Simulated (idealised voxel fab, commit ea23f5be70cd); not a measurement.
process module | voxel spacer lines
cross-section cut | 260 nm wide | cells 5 nm
A cross-section is a grid of square cells, given in bands from the top down. A band is one or more rows of cells.
Each band's line starts with the height of the band's top and of its bottom, in nm. Then come its materials from left to right, each with its width in nm. One material with "throughout" fills the band from edge to edge. "air" is empty space.
Height 0 is the level under which the wafer as received is all one material. The lowest band goes on downwards, as in "0 down".
A width such as "30 to 40" changes by the same amount from each row of cells to the next, from the band's top row to its bottom row.
"no change" after a step means that no cell of the cross-section changed.
closed voids: empty space of 8 cells or more with no open way to the top, each as width x height at its distance from the left edge, in nm
after a step's settings: what the simulator itself notes on the step
overlay nm, on a step with a mask: how far to the right of its planned place the mask lay; to the left if negative
plan
1 op RECEIVE | material Si
2 op CONFORMAL_DEP | material SiO2 | thk nm 5
3 op DIRECTIONAL_DEP | material W | thk nm 15
4 op DIRECTIONAL_DEP | material polySi | thk nm 25
5 op PATTERN | tone cover | mask id MANDREL | material resist | width nm 25 | pitch nm 80 | thk nm 30 | overlay nm 0
6 op DIRECTIONAL_ETCH | etch materials polySi | depth nm 25
7 op STRIP | etch materials resist
8 op CONFORMAL_DEP | material SiN | thk nm 15
9 op DIRECTIONAL_ETCH | etch materials SiN | depth nm 15
10 op STRIP | etch materials polySi
11 op DIRECTIONAL_ETCH | etch materials W | depth nm 15
12 op STRIP | etch materials SiN
13 op FILL_DEP | material lowk | thk nm 5
14 op CMP | height nm 20
first wafer, as planned
as received, after step 1
  0 down: Si throughout
  closed voids: none
after step 2
  5 to 0: SiO2 throughout
  below 0: unchanged
after step 3
  20 to 5: W throughout
  below 5: unchanged
after step 4
  45 to 20: polySi throughout
  below 20: unchanged
after step 5
  75 to 45: air 75 | resist 25 | air 55 | resist 25 | air 80
  below 45: unchanged
after step 6
  75 to 45: air 75 | resist 25 | air 55 | resist 25 | air 80
  45 to 20: air 75 | polySi 25 | air 55 | polySi 25 | air 80
  below 20: unchanged
after step 7
  45 to 20: air 75 | polySi 25 | air 55 | polySi 25 | air 80
  below 20: unchanged
after step 8
  60 to 45: air 60 | SiN 55 | air 25 | SiN 55 | air 65
  45 to 35: air 60 | SiN 15 | polySi 25 | SiN 15 | air 25 | SiN 15 | polySi 25 | SiN 15 | air 65
  35 to 20: SiN 75 | polySi 25 | SiN 55 | polySi 25 | SiN 80
  below 20: unchanged
after step 9
  45 to 20: air 60 | SiN 15 | polySi 25 | SiN 15 | air 25 | SiN 15 | polySi 25 | SiN 15 | air 65
  below 20: unchanged
after step 10
  45 to 20: air 60 | SiN 15 | air 25 | SiN 15 | air 25 | SiN 15 | air 25 | SiN 15 | air 65
  below 20: unchanged
after step 11
  45 to 20: air 60 | SiN 15 | air 25 | SiN 15 | air 25 | SiN 15 | air 25 | SiN 15 | air 65
  20 to 5: air 60 | W 15 | air 25 | W 15 | air 25 | W 15 | air 25 | W 15 | air 65
  below 5: unchanged
after step 12
  20 to 5: air 60 | W 15 | air 25 | W 15 | air 25 | W 15 | air 25 | W 15 | air 65
  below 5: unchanged
after step 13
  25 to 20: lowk throughout
  20 to 5: lowk 60 | W 15 | lowk 25 | W 15 | lowk 25 | W 15 | lowk 25 | W 15 | lowk 65
  below 5: unchanged
after step 14
  20 to 5: lowk 60 | W 15 | lowk 25 | W 15 | lowk 25 | W 15 | lowk 25 | W 15 | lowk 65
  below 5: unchanged
second wafer: like start, like plan, one mistake. Through step 1 it matches the first wafer
when step 2 should have ended: no change
when step 3 should have ended
  15 to 0: W throughout
  below 0: unchanged
when step 4 should have ended
  40 to 15: polySi throughout
  below 15: unchanged
when step 5 should have ended
  70 to 40: air 75 | resist 25 | air 55 | resist 25 | air 80
  below 40: unchanged
when step 6 should have ended
  70 to 40: air 75 | resist 25 | air 55 | resist 25 | air 80
  40 to 15: air 75 | polySi 25 | air 55 | polySi 25 | air 80
  below 15: unchanged
when step 7 should have ended
  40 to 15: air 75 | polySi 25 | air 55 | polySi 25 | air 80
  below 15: unchanged
when step 8 should have ended
  55 to 40: air 60 | SiN 55 | air 25 | SiN 55 | air 65
  40 to 30: air 60 | SiN 15 | polySi 25 | SiN 15 | air 25 | SiN 15 | polySi 25 | SiN 15 | air 65
  30 to 15: SiN 75 | polySi 25 | SiN 55 | polySi 25 | SiN 80
  below 15: unchanged
when step 9 should have ended
  40 to 15: air 60 | SiN 15 | polySi 25 | SiN 15 | air 25 | SiN 15 | polySi 25 | SiN 15 | air 65
  below 15: unchanged
when step 10 should have ended
  40 to 15: air 60 | SiN 15 | air 25 | SiN 15 | air 25 | SiN 15 | air 25 | SiN 15 | air 65
  below 15: unchanged
when step 11 should have ended
  40 to 15: air 60 | SiN 15 | air 25 | SiN 15 | air 25 | SiN 15 | air 25 | SiN 15 | air 65
  15 to 0: air 60 | W 15 | air 25 | W 15 | air 25 | W 15 | air 25 | W 15 | air 65
  below 0: unchanged
when step 12 should have ended
  15 to 0: air 60 | W 15 | air 25 | W 15 | air 25 | W 15 | air 25 | W 15 | air 65
  below 0: unchanged
when step 13 should have ended
  20 to 15: lowk throughout
  15 to 0: lowk 60 | W 15 | lowk 25 | W 15 | lowk 25 | W 15 | lowk 25 | W 15 | lowk 65
  below 0: unchanged
when step 14 should have ended: no change
what went wrong: step 2 was left out
at the end the second wafer has, in cells: 52 fewer of SiO2 | 52 more of lowk
